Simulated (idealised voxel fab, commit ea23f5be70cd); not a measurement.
Process module name: voxel tone inversion
Cross-section cut: width 250 nm, square cells of 5 nm.
A cross-section is a grid of square cells, given in bands from the top down. A band is one or more rows of cells.
Heads up on the band format: heights come first, top then bottom, in nm. After that it's the materials left to right, each with its width in nm. A single material flagged "all across" fills the whole band edge to edge, and "blank" means there's empty space there.
Ref level 0: as-received wafer is one material below here. Bottom band extends down with no lower bound ("0..down").
The expression "30 to 40" gives the width at the extremes of the band, the first number at its top row of cells and the second at its bottom row, with the width changing by equal amounts from each row to the next in between.
You'll sometimes find "same as before" written for a step, and that's the way of saying that nowhere in the cross-section did a cell change during that step.
"Closed void list" specifies each empty space that is not open to the top and that occupies no fewer than 8 cells, using the form width x height at distance, the distance measured from the left edge and all three quantities in nm.
after a step's settings: what the simulator itself notes on the step
For masked steps, "overlay nm" on the step line gives how far right of plan the mask actually lay; a minus sign means it lay to the left.

# Listed below are the process steps as planned
1 RECEIVE (material Si)
2 CONFORMAL_DEP (material SiN; thk nm 10)
3 DIRECTIONAL_DEP (material polySi; thk nm 25)
4 PATTERN (tone cover; mask id POSTS; material resist; width nm 15; pitch nm 45; thk nm 35; overlay nm 0)
5 DIRECTIONAL_ETCH (etch materials polySi; depth nm 25)
6 STRIP (etch materials resist)
7 FILL_DEP (material SiO2; thk nm 10)
8 CMP (height nm 35)
9 STRIP (etch materials polySi)
10 CONFORMAL_DEP (material TiN; thk nm 5)
11 FILL_DEP (material Ru; thk nm 10)
12 CMP (height nm 35)
13 CONFORMAL_DEP (material SiN; thk nm 5)

# As-received state of the wafer in cross-section, equivalent to post-step 1
* 0..down = Si all across
* Closed void list: none

# First of two wafers at the end of the module, shown in cross-section; run carried out as planned
* 40..35 = SiN all across
* 35..15 = 70 nm SiO2; 5 nm TiN; 5 nm Ru; 5 nm TiN; 30 nm SiO2; 5 nm TiN; 5 nm Ru; 5 nm TiN; 30 nm SiO2; 5 nm TiN; 5 nm Ru; 5 nm TiN; 75 nm SiO2
* 15..10 = 70 nm SiO2; 15 nm TiN; 30 nm SiO2; 15 nm TiN; 30 nm SiO2; 15 nm TiN; 75 nm SiO2
* 10..0 = SiN all across
* 0..down = Si all across
* Closed void list: none

# Cross-sectional image of the second wafer of the two following completion of the module. Starting state and process plan were the same as for the first wafer; one execution error occurred
* 40..25 = SiN all across
* 25..0 = polySi all across
* 0..down = Si all across
* Closed void list: none
So what did we get wrong on this run? plan vs actual: 2 and 3 interchanged
Final comparison by cell count, materials where the second wafer has more or fewer than the first: 12 fewer of Ru; 205 fewer of SiO2; 33 fewer of TiN; 250 more of polySi
